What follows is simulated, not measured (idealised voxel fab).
Proc. module: voxel capacitor over wiring
205 nm wide, 5 nm square cells: that's cross-section cut.
Cross-section = grid of square cells, listed top down in bands; band = one or more rows. Top, bottom (nm), then materials left to right with widths (nm); lone material tagged "all across" fills the whole band edge to edge; "empty" = empty space. For the purposes of this specification, 0 denotes the height below which the wafer in its as-received condition is composed wholly of one material, and the lowermost band, lacking a lower limit, extends downward without end, as expressed in "top 0, no bottom". So if you see something like "30->40" for the width, read it as the top row of the band sitting at the first number and the bottom row at the second, with every row in between moving by the same amount as the last. "changes: none", as given for a step, is the statement that not any cell of the cross-section underwent a change during that step. If an empty space has no open way to the top and is at least 8 cells in size, "Closed void roster" lists it, written width x height at distance, where distance is measured from the left edge and every value is in nm. Post-settings text on a step line: simulator's own remark regarding the step. The "overlay nm" setting may appear on a step's line; for a step that uses a mask, it gives how far to the right of its planned position the mask lay, and a negative value indicates the left.
THE PLANNED PROCESS STEPS ARE ENUMERATED HEREUNDER
step 1: RECEIVE, material Si
step 2: CONFORMAL_DEP, material SiO2, thk nm 10
step 3: CONFORMAL_DEP, material SiCN, thk nm 5
step 4: DIRECTIONAL_DEP, material SiO2, thk nm 25
step 5: PATTERN, tone open, mask id METAL_1, material resist, width nm 20, pitch nm 85, thk nm 15, overlay nm 0
step 6: DIRECTIONAL_ETCH, etch materials SiO2, depth nm 25
step 7: DIRECTIONAL_ETCH, etch materials SiCN, depth nm 5
step 8: STRIP, etch materials resist
step 9: CONFORMAL_DEP, material TiN, thk nm 5
step 10: FILL_DEP, material Cu, thk nm 10
step 11: CMP, height nm 40
step 12: CONFORMAL_DEP, material SiCN, thk nm 5
step 13: DIRECTIONAL_DEP, material SiO2, thk nm 20
step 14: DIRECTIONAL_DEP, material aC, thk nm 15
step 15: PATTERN, tone open, mask id PLUG_1, material resist, width nm 15, thk nm 30, overlay nm 0
step 16: DIRECTIONAL_ETCH, etch materials aC, depth nm 15
step 17: STRIP, etch materials resist
step 18: DIRECTIONAL_ETCH, etch materials SiO2, depth nm 20
step 19: DIRECTIONAL_ETCH, etch materials SiCN, depth nm 5
step 20: STRIP, etch materials aC
step 21: EPI, material Ru, thk nm 10
step 22: EPI, material Ru, thk nm 10
step 23: EPI, material Ru, thk nm 5
step 24: DIRECTIONAL_DEP, material TiN, thk nm 5
step 25: DIRECTIONAL_DEP, material Al2O3, thk nm 5
step 26: DIRECTIONAL_DEP, material TiN, thk nm 5
step 27: MASKED_ETCH, tone cover, mask id UPPER_PLATE, width nm 70, etch materials TiN, depth nm 5, overlay nm 0
step 28: MASKED_ETCH, tone cover, mask id UPPER_PLATE, width nm 70, etch materials Al2O3, depth nm 5, overlay nm 0
step 29: MASKED_ETCH, tone cover, mask id LOWER_PLATE, width nm 80, etch materials TiN, depth nm 5, overlay nm 0
step 30: FILL_DEP, material SiO2, thk nm 15
step 31: CMP, height nm 90
step 32: DIRECTIONAL_DEP, material aC, thk nm 15
step 33: PATTERN, tone open, mask id PLUG_2, material resist, width nm 15, thk nm 35, overlay nm 0
step 34: DIRECTIONAL_ETCH, etch materials aC, depth nm 15
step 35: STRIP, etch materials resist
step 36: DIRECTIONAL_ETCH, etch materials SiO2, depth nm 10
step 37: STRIP, etch materials aC
step 38: CONFORMAL_DEP, material TiN, thk nm 5
step 39: FILL_DEP, material Cu, thk nm 5
step 40: CMP, height nm 90
step 41: CONFORMAL_DEP, material SiCN, thk nm 5
WAFER AS RECEIVED: CROSS-SECTION FOLLOWING STEP 1
top 0, no bottom: Si all across
Closed void roster: none
CROSS-SECTIONAL VIEW OF THE FIRST OF THE TWO WAFERS UPON COMPLETION OF THE MODULE, PROCESSED IN ACCORDANCE WITH THE PLAN
top 95, bottom 90: SiCN all across
top 90, bottom 85: 65 nm SiO2  5 nm TiN  5 nm Cu  5 nm TiN  125 nm SiO2
top 85, bottom 75: 65->55 nm SiO2  15->70 nm TiN  125->80 nm SiO2
top 75, bottom 70: 55 nm SiO2  70 nm Al2O3  80 nm SiO2
top 70, bottom 65: 50 nm SiO2  80 nm TiN  75 nm SiO2
top 65, bottom 45: 55 nm SiO2  15 nm Ru  135 nm SiO2
top 45, bottom 40: 55 nm SiCN  15 nm Ru  135 nm SiCN
top 40, bottom 15: 50 nm SiO2  5 nm TiN  10 nm Cu  5 nm TiN  65 nm SiO2  5 nm TiN  10 nm Cu  5 nm TiN  50 nm SiO2
top 15, bottom 10: 50 nm SiCN  20 nm TiN  65 nm SiCN  20 nm TiN  50 nm SiCN
top 10, bottom 0: SiO2 all across
top 0, no bottom: Si all across
Closed void roster: none
CROSS-SECTION AT END OF MODULE FOR THE SECOND WAFER OF TWO, WHICH MATCHED THE FIRST IN STARTING POINT AND PLAN AND DIFFERED BY ONE MISTAKE IN ITS PROCESSING
top 95, bottom 90: SiCN all across
top 90, bottom 85: 65 nm SiO2  5 nm TiN  5 nm Cu  5 nm TiN  125 nm SiO2
top 85, bottom 75: 65->55 nm SiO2  15->70 nm TiN  125->80 nm SiO2
top 75, bottom 70: 55 nm SiO2  70 nm Al2O3  80 nm SiO2
top 70, bottom 65: 50 nm SiO2  80 nm TiN  75 nm SiO2
top 65, bottom 45: 55 nm SiO2  15 nm Ru  135 nm SiO2
top 45, bottom 40: 55 nm SiCN  15 nm Ru  135 nm SiCN
top 40, bottom 35: 50 nm SiCN  20 nm TiN  65 nm SiCN  20 nm TiN  50 nm SiCN
top 35, bottom 0: SiO2 all across
top 0, no bottom: Si all across
Closed void roster: none
What went wrong in running the wafer? swap of plan steps 3 and 4 during execution
Cell-count delta at end, second wafer over first, by material: Cu: 20 fewer, SiO2: 40 more, TiN: 20 fewer
